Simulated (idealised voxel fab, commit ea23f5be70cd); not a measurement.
Presented below is a process module, voxel wiring stack.
Section cut is 190 nm wide and gridded with 5 nm square cells.
A cross-section is a grid of square cells, given in bands from the top down. A band is one or more rows of cells. In this notation a band is specified by the heights of its top and bottom, in that order and in nm, after which its materials appear from left to right, each paired with its width in nm. The word "full width" attached to a single material means that material fills the band from edge to edge; the word "air" stands for empty space. Height datum 0, below which the as-received substrate wafer is one material. Lowest band open at the bottom, running downward: "from 0 down". Width "30..40": first value at the band's top row of cells, second value at its bottom row, equal change from row to row. Key: "nothing altered" - step with no changed cell in the cross-section. Enclosed void entries: empty space of 8 cells or more with no open way to the top, each as width x height at its distance from the left edge, in nm. On a step's line, text after the settings is the simulator commenting on that step. "overlay nm" denotes, for a step that has a mask, the displacement of the mask to the right of its planned place, with negative values corresponding to the left.

## The following list gives the planned process steps
1 RECEIVE: material Si
2 CONFORMAL_DEP: material SiO2, thk nm 10
3 CONFORMAL_DEP: material SiN, thk nm 5
4 DIRECTIONAL_DEP: material lowk, thk nm 15
5 DIRECTIONAL_DEP: material aC, thk nm 10
6 PATTERN: tone open, mask id METAL_1, material resist, width nm 30, pitch nm 60, thk nm 30, overlay nm 0
7 DIRECTIONAL_ETCH: etch materials aC, depth nm 10
8 STRIP: etch materials resist
9 DIRECTIONAL_ETCH: etch materials lowk, depth nm 15
10 DIRECTIONAL_ETCH: etch materials SiN, depth nm 5
11 STRIP: etch materials aC
12 CONFORMAL_DEP: material TiN, thk nm 5
13 FILL_DEP: material Cu, thk nm 10
14 CMP: height nm 30
15 EPI: material Ru, thk nm 5
16 FILL_DEP: material SiCN, thk nm 5
17 DIRECTIONAL_DEP: material SiO2, thk nm 15
18 PATTERN: tone open, mask id PLUG_1, material resist, width nm 15, pitch nm 60, thk nm 20, overlay nm 0
19 DIRECTIONAL_ETCH: etch materials SiO2, depth nm 15
20 DIRECTIONAL_ETCH: etch materials SiCN, depth nm 5
21 STRIP: etch materials resist
22 CONFORMAL_DEP: material TiN, thk nm 5
23 FILL_DEP: material Ru, thk nm 10
24 CMP: height nm 55
25 DIRECTIONAL_DEP: material TiN, thk nm 5
26 DIRECTIONAL_DEP: material W, thk nm 20
27 MASKED_ETCH: tone cover, mask id METAL_2, width nm 30, pitch nm 60, etch materials W, depth nm 20, overlay nm 0
28 MASKED_ETCH: tone cover, mask id METAL_2, width nm 30, pitch nm 60, etch materials TiN, depth nm 5, overlay nm 0
29 FILL_DEP: material SiO2, thk nm 5
30 CMP: height nm 80
31 CONFORMAL_DEP: material SiCN, thk nm 5

## Incoming wafer, cross-sectional view, post step 1
> from 0 down  Si full width
> Enclosed void entries: none

## Module complete, cross-section. Starting point and plan per above. One mistake made in running the module
> from 85 to 80  SiCN full width
> from 80 to 60  SiO2 20 nm, W 30 nm, SiO2 30 nm, W 30 nm, SiO2 30 nm, W 30 nm, SiO2 20 nm
> from 60 to 55  SiO2 20 nm, TiN 30 nm, SiO2 30 nm, TiN 30 nm, SiO2 30 nm, TiN 30 nm, SiO2 20 nm
> from 55 to 40  SiO2 20 nm, TiN 5 nm, Ru 5 nm, TiN 5 nm, SiO2 45 nm, TiN 5 nm, Ru 5 nm, TiN 5 nm, SiO2 45 nm, TiN 5 nm, Ru 5 nm, TiN 5 nm, SiO2 35 nm
> from 40 to 35  SiCN 20 nm, TiN 15 nm, SiCN 45 nm, TiN 15 nm, SiCN 45 nm, TiN 15 nm, SiCN 35 nm
> from 35 to 30  SiCN 15 nm, Ru 40 nm, SiCN 20 nm, Ru 40 nm, SiCN 20 nm, Ru 40 nm, SiCN 15 nm
> from 30 to 25  SiN 20 nm, TiN 30 nm, SiN 30 nm, TiN 30 nm, SiN 30 nm, TiN 30 nm, SiN 20 nm
> from 25 to 10  lowk full width
> from 10 to 0  SiO2 full width
> from 0 down  Si full width
> Enclosed void entries: none
Deviation from plan: plan steps 3 and 4 run swapped
